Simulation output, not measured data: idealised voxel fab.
The process module that follows is named voxel self aligned contacts.
Shown is cross-section cut, with a width of 235 nm and square cells of size 5 nm.
Each cross-section below is a grid of square cells, stated as bands in top-down order, with one or more rows of cells making up each band.
Per band: top height and bottom height in nm, followed by the left-to-right materials and their widths in nm; "full width" marks a single material spanning edge to edge, "blank" marks empty space.
Heights from 0 (as-received wafer is one material below). Bottom band endless downward, as "z 0 and below".
The width entry "30->40" should be interpreted row by row: the top row of cells in the band takes the first number, the bottom row takes the second number, and the change between adjacent rows is uniform throughout.
When a step is marked "nothing different", none of the cells in the cross-section changed during that step.
If an empty space has no open way to the top and is at least 8 cells in size, "Sealed internal cavities" lists it, written width x height at distance, where distance is measured from the left edge and every value is in nm.
Read whatever lies past the settings on a step's line as the simulator's own remark about the step.
The setting "overlay nm" may be written on the line of a step. When the step uses a mask, the value reports how far to the right of the planned place the mask lay, and a negative value reports that it lay to the left.

Planned step list for the process:
1) RECEIVE,material Si
2) OXIDIZE,depth nm 5
3) DIRECTIONAL_DEP,material polySi,thk nm 20
4) DIRECTIONAL_DEP,material SiN,thk nm 10
5) DIRECTIONAL_DEP,material aC,thk nm 15
6) PATTERN,tone cover,mask id GATE,material resist,width nm 35,pitch nm 60,thk nm 30,overlay nm 0
7) DIRECTIONAL_ETCH,etch materials aC,depth nm 15
8) STRIP,etch materials resist
9) DIRECTIONAL_ETCH,etch materials SiN,depth nm 15
10) DIRECTIONAL_ETCH,etch materials polySi,depth nm 20
11) STRIP,etch materials aC
12) CONFORMAL_DEP,material SiN,thk nm 5
13) DIRECTIONAL_ETCH,etch materials SiN,depth nm 5
14) FILL_DEP,material SiO2,thk nm 10
15) CMP,height nm 40
16) DIRECTIONAL_DEP,material aC,thk nm 10
17) PATTERN,tone open,mask id CONTACT,material resist,width nm 35,thk nm 30,overlay nm 0
18) DIRECTIONAL_ETCH,etch materials aC,depth nm 10
19) STRIP,etch materials resist
20) DIRECTIONAL_ETCH,etch materials SiO2,depth nm 45
21) STRIP,etch materials aC
22) CONFORMAL_DEP,material TiN,thk nm 5
23) FILL_DEP,material Ru,thk nm 10
24) CMP,height nm 40
25) CONFORMAL_DEP,material SiN,thk nm 5
It is noted that the wafers described herein are identical at the outset and are distinguished by the thk nm of step 4; the value stated in the plan corresponds to the first wafer.

first wafer as received, after step 1:
z 0 and below: Si full width
Sealed internal cavities: none

At the end of the module, after its last step, step 25, the first of several wafers appears in cross-section as follows:
z 45 to 40: SiN full width
z 40 to 30: 100 of SiO2 | 5->15 of TiN | 25->5 of Ru | 5->15 of TiN | 100 of SiO2
z 30 to 20: 65 of SiO2 | 45 of SiN | 5 of TiN | 5 of Ru | 5 of TiN | 45 of SiN | 65 of SiO2
z 20 to 0: 65 of SiO2 | 5 of SiN | 35 of polySi | 5 of SiN | 5 of TiN | 5 of Ru | 5 of TiN | 5 of SiN | 35 of polySi | 5 of SiN | 65 of SiO2
z 0 to -5: 110 of SiO2 | 15 of TiN | 110 of SiO2
z -5 and below: Si full width
Sealed internal cavities: none

Cross-sectional depiction of the last of several wafers upon completion of the module:
z 45 to 40: SiN full width
z 40 to 35: 65 of SiO2 | 45 of SiN | 15 of TiN | 45 of SiN | 65 of SiO2
z 35 to 20: SiN full width
z 20 to 0: polySi full width
z 0 to -5: SiO2 full width
z -5 and below: Si full width
Sealed internal cavities: none

Below, a row for every wafer. Read it as the end-of-module picture: for each material the wafer shows its cells gained (+) or lost (-) since it was received, and then its closed voids:
thk nm 10; +12 Ru; -47 Si; +99 SiN; +280 SiO2; +23 TiN; +56 polySi; Sealed internal cavities: none
thk nm 15; +8 Ru; -47 Si; +117 SiN; +266 SiO2; +23 TiN; +56 polySi; Sealed internal cavities: none
thk nm 20; +2 Ru; -47 Si; +148 SiN; +125 SiO2; +7 TiN; +188 polySi; Sealed internal cavities: none
thk nm 25; +1 Ru; -47 Si; +177 SiN; +99 SiO2; +5 TiN; +188 polySi; Sealed internal cavities: none
thk nm 30; -47 Si; +206 SiN; +73 SiO2; +3 TiN; +188 polySi; Sealed internal cavities: none
